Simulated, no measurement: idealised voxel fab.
Process module, titled voxel trench capacitor
Square cells of 5 nm make up the cross-section cut, whose width is 250 nm.
Cross-section = grid of square cells, listed top down in bands; band = one or more rows.
For a band, the entry starts with two heights in nm, that of the top and then that of the bottom, and carries on with the band's materials in order from left to right, each alongside its width in nm; the word "full width" beside a single material means it fills the band edge to edge, and "blank" means empty space.
Height reference: 0 = level under which incoming wafer is all one material. Lowest band: no bottom, runs on downward, e.g. "0 and below".
Per-row width for "30->40": begins at first number (top row of band), ends at second number (bottom row), increment between rows held constant.
"no alterations made" means the step left every cell of the cross-section as it was.
"Fully closed voids" contains a list of empty spaces, each no smaller than 8 cells and without an open way to the top, written in the form width x height at distance with the distance from the left edge and all three in nm.
Read whatever lies past the settings on a step's line as the simulator's own remark about the step.
The "overlay nm" setting may appear on a step's line; for a step that uses a mask, it gives how far to the right of its planned position the mask lay, and a negative value indicates the left.

-- Below is the list of planned process steps
- 1: RECEIVE (material Si)
- 2: CONFORMAL_DEP (material SiN; thk nm 10)
- 3: DIRECTIONAL_DEP (material aC; thk nm 15)
- 4: PATTERN (tone open; mask id TRENCH; material resist; width nm 25; pitch nm 50; thk nm 35; overlay nm 0)
- 5: DIRECTIONAL_ETCH (etch materials aC; depth nm 15)
- 6: STRIP (etch materials resist)
- 7: DIRECTIONAL_ETCH (etch materials SiN; depth nm 10)
- 8: DIRECTIONAL_ETCH (etch materials Si; depth nm 25)
- 9: STRIP (etch materials aC)
- 10: CONFORMAL_DEP (material SiO2; thk nm 5)
- 11: FILL_DEP (material polySi; thk nm 5)
- 12: CMP (height nm 10)

-- First wafer out of two, processed as planned

-- Cross-section of the wafer as it came to us, i.e., already through step 1
  0 and below | Si full width
  Fully closed voids: none

-- After step 2: wafer cross-section
  10 down to 0 | SiN full width
  Under 0: no change, same as before.

-- After step 3: wafer cross-section
  25 down to 10 | aC full width
  Under 10: no change, same as before.

-- After step 4: wafer cross-section
  60 down to 25 | resist: 85 | blank: 25 | resist: 25 | blank: 25 | resist: 90
  Under 25: no change, same as before.

-- After step 5: wafer cross-section
  45 down to 25 | resist: 85 | blank: 25 | resist: 25 | blank: 25 | resist: 90
  25 down to 10 | aC: 85 | blank: 25 | aC: 25 | blank: 25 | aC: 90
  Under 10: no change, same as before.

-- After step 6: wafer cross-section
  25 down to 10 | aC: 85 | blank: 25 | aC: 25 | blank: 25 | aC: 90
  Under 10: no change, same as before.

-- After step 7: wafer cross-section
  25 down to 10 | aC: 85 | blank: 25 | aC: 25 | blank: 25 | aC: 90
  10 down to 0 | SiN: 85 | blank: 25 | SiN: 25 | blank: 25 | SiN: 90
  Under 0: no change, same as before.

-- After step 8: wafer cross-section
  25 down to 10 | aC: 85 | blank: 25 | aC: 25 | blank: 25 | aC: 90
  10 down to 0 | SiN: 85 | blank: 25 | SiN: 25 | blank: 25 | SiN: 90
  0 down to -25 | Si: 85 | blank: 25 | Si: 25 | blank: 25 | Si: 90
  Under -25: no change, same as before.

-- After step 9: wafer cross-section
  10 down to 0 | SiN: 85 | blank: 25 | SiN: 25 | blank: 25 | SiN: 90
  Under 0: no change, same as before.

-- After step 10: wafer cross-section
  15 down to 10 | SiO2: 90 | blank: 15 | SiO2: 35 | blank: 15 | SiO2: 95
  10 down to 0 | SiN: 85 | SiO2: 5 | blank: 15 | SiO2: 5 | SiN: 25 | SiO2: 5 | blank: 15 | SiO2: 5 | SiN: 90
  0 down to -20 | Si: 85 | SiO2: 5 | blank: 15 | SiO2: 5 | Si: 25 | SiO2: 5 | blank: 15 | SiO2: 5 | Si: 90
  -20 down to -25 | Si: 85 | SiO2: 25 | Si: 25 | SiO2: 25 | Si: 90
  Under -25: no change, same as before.

-- After step 11: wafer cross-section
  20 down to 15 | polySi full width
  15 down to 10 | SiO2: 90 | polySi: 15 | SiO2: 35 | polySi: 15 | SiO2: 95
  10 down to 0 | SiN: 85 | SiO2: 5 | polySi: 15 | SiO2: 5 | SiN: 25 | SiO2: 5 | polySi: 15 | SiO2: 5 | SiN: 90
  0 down to -20 | Si: 85 | SiO2: 5 | polySi: 15 | SiO2: 5 | Si: 25 | SiO2: 5 | polySi: 15 | SiO2: 5 | Si: 90
  Under -20: no change, same as before.

-- After step 12: wafer cross-section
  10 down to 0 | SiN: 85 | SiO2: 5 | polySi: 15 | SiO2: 5 | SiN: 25 | SiO2: 5 | polySi: 15 | SiO2: 5 | SiN: 90
  Under 0: no change, same as before.

-- The second wafer began exactly as the first did and followed the same plan, but one mistake was made while running it; through step 3 inclusive, the two wafers are identical

-- Cross-section of the second wafer corresponding to the planned conclusion of step 4
  60 down to 25 | resist: 90 | blank: 15 | resist: 35 | blank: 15 | resist: 95
  Under 25: no change, same as before.

-- Cross-section of the second wafer corresponding to the planned conclusion of step 5
  45 down to 25 | resist: 90 | blank: 15 | resist: 35 | blank: 15 | resist: 95
  25 down to 10 | aC: 90 | blank: 15 | aC: 35 | blank: 15 | aC: 95
  Under 10: no change, same as before.

-- Cross-section of the second wafer corresponding to the planned conclusion of step 6
  25 down to 10 | aC: 90 | blank: 15 | aC: 35 | blank: 15 | aC: 95
  Under 10: no change, same as before.

-- Cross-section of the second wafer corresponding to the planned conclusion of step 7
  25 down to 10 | aC: 90 | blank: 15 | aC: 35 | blank: 15 | aC: 95
  10 down to 0 | SiN: 90 | blank: 15 | SiN: 35 | blank: 15 | SiN: 95
  Under 0: no change, same as before.

-- Cross-section of the second wafer corresponding to the planned conclusion of step 8
  25 down to 10 | aC: 90 | blank: 15 | aC: 35 | blank: 15 | aC: 95
  10 down to 0 | SiN: 90 | blank: 15 | SiN: 35 | blank: 15 | SiN: 95
  0 down to -25 | Si: 90 | blank: 15 | Si: 35 | blank: 15 | Si: 95
  Under -25: no change, same as before.

-- Cross-section of the second wafer corresponding to the planned conclusion of step 9
  10 down to 0 | SiN: 90 | blank: 15 | SiN: 35 | blank: 15 | SiN: 95
  Under 0: no change, same as before.

-- Cross-section of the second wafer corresponding to the planned conclusion of step 10
  15 down to 10 | SiO2: 95 | blank: 5 | SiO2: 45 | blank: 5 | SiO2: 100
  10 down to 0 | SiN: 90 | SiO2: 5 | blank: 5 | SiO2: 5 | SiN: 35 | SiO2: 5 | blank: 5 | SiO2: 5 | SiN: 95
  0 down to -20 | Si: 90 | SiO2: 5 | blank: 5 | SiO2: 5 | Si: 35 | SiO2: 5 | blank: 5 | SiO2: 5 | Si: 95
  -20 down to -25 | Si: 90 | SiO2: 15 | Si: 35 | SiO2: 15 | Si: 95
  Under -25: no change, same as before.

-- Cross-section of the second wafer corresponding to the planned conclusion of step 11
  20 down to 15 | polySi full width
  15 down to 10 | SiO2: 95 | polySi: 5 | SiO2: 45 | polySi: 5 | SiO2: 100
  10 down to 0 | SiN: 90 | SiO2: 5 | polySi: 5 | SiO2: 5 | SiN: 35 | SiO2: 5 | polySi: 5 | SiO2: 5 | SiN: 95
  0 down to -20 | Si: 90 | SiO2: 5 | polySi: 5 | SiO2: 5 | Si: 35 | SiO2: 5 | polySi: 5 | SiO2: 5 | Si: 95
  Under -20: no change, same as before.

-- Cross-section of the second wafer corresponding to the planned conclusion of step 12
  10 down to 0 | SiN: 90 | SiO2: 5 | polySi: 5 | SiO2: 5 | SiN: 35 | SiO2: 5 | polySi: 5 | SiO2: 5 | SiN: 95
  Under 0: no change, same as before.
Nonconformance to the process plan: planned and actual differ for step 4; actual: PATTERN (tone open; mask id TRENCH; material resist; width nm 15; pitch nm 50; thk nm 35; overlay nm 0)
In the final state, the cell counts of the second wafer exceed or fall short of those of the first for the following materials: 20 more of Si | 8 more of SiN | 4 fewer of SiO2 | 24 fewer of polySi
